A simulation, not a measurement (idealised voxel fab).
You're looking at the process module voxel air gaps.
Cross-section cut: width 260 nm, square cells of 5 nm.
We lay out every cross-section as a grid of square cells and spell it out in bands from the top down, where one band means one or more rows of cells.
Quick guide to a band line: top height, bottom height (nm) up front; then every material left to right with its width in nm. Only one material and it's marked "edge to edge"? Then it fills the band edge to edge. And "blank" just means empty space.
The level at which height equals 0 is the one under which the wafer, as it arrives, is entirely one material. No lower edge exists for the bottom band, which continues downward and is notated as in "z 0 and below".
Read "30 to 40" as a graded width: first number on top, second number at the bottom, same change between each pair of neighbouring rows.
Step marked "nothing was modified"? Then no cell in the cross-section changed in it.
Entry "Closed internal voids". Content: empty spaces with no open connection to the top, size 8 cells or greater. Each: width x height at distance. Distance: from left edge. Unit: nm.
What comes after the settings on a step's line is commentary from the simulator itself on that step.
When a step includes a mask, the "overlay nm" setting on its line states how far to the right of its planned place that mask lay, and negative values state how far to the left.
## Planned step list for the process
- 1: RECEIVE: material Si
- 2: CONFORMAL_DEP: material SiO2, thk nm 10
- 3: CONFORMAL_DEP: material SiCN, thk nm 5
- 4: DIRECTIONAL_DEP: material lowk, thk nm 40
- 5: DIRECTIONAL_DEP: material aC, thk nm 15
- 6: PATTERN: tone open, mask id LINES, material resist, width nm 25, pitch nm 50, thk nm 35, overlay nm 0
- 7: DIRECTIONAL_ETCH: etch materials aC, depth nm 15
- 8: STRIP: etch materials resist
- 9: DIRECTIONAL_ETCH: etch materials lowk, depth nm 40
- 10: STRIP: etch materials aC
- 11: CONFORMAL_DEP: material TiN, thk nm 5
- 12: FILL_DEP: material W, thk nm 5
- 13: CMP: height nm 55
- 14: EPI: material Ru, thk nm 10
- 15: SELECTIVE_ETCH: etch materials lowk, depth nm 50
- 16: CONFORMAL_DEP: material SiCN, thk nm 5
## Cross-sectional view of the wafer in its as-received condition, corresponding to the state after step 1
	z 0 and below: Si edge to edge
	Closed internal voids: none
## Cross-section at module end, one run error; start and plan unchanged from above
	z 70 to 65: blank (25) | SiCN (210) | blank (25)
	z 65 to 55: blank (25) | SiCN (5) | Ru (200) | SiCN (5) | blank (25)
	z 55 to 50: blank (25) | SiCN (15) | TiN (5) | W (20) | TiN (5) | lowk (20) | TiN (5) | W (20) | TiN (5) | lowk (20) | TiN (5) | W (20) | TiN (5) | lowk (20) | TiN (5) | W (20) | TiN (5) | SiCN (15) | blank (25)
	z 50 to 20: blank (35) | SiCN (5) | TiN (5) | W (20) | TiN (5) | lowk (20) | TiN (5) | W (20) | TiN (5) | lowk (20) | TiN (5) | W (20) | TiN (5) | lowk (20) | TiN (5) | W (20) | TiN (5) | SiCN (5) | blank (35)
	z 20 to 15: SiCN (40) | TiN (30) | lowk (20) | TiN (30) | lowk (20) | TiN (30) | lowk (20) | TiN (30) | SiCN (40)
	z 15 to 10: SiCN edge to edge
	z 10 to 0: SiO2 edge to edge
	z 0 and below: Si edge to edge
	Closed internal voids: none
Here's what went sideways: step 6 ran as: PATTERN: tone open, mask id LINES, material resist, width nm 30, pitch nm 50, thk nm 35, overlay nm 0
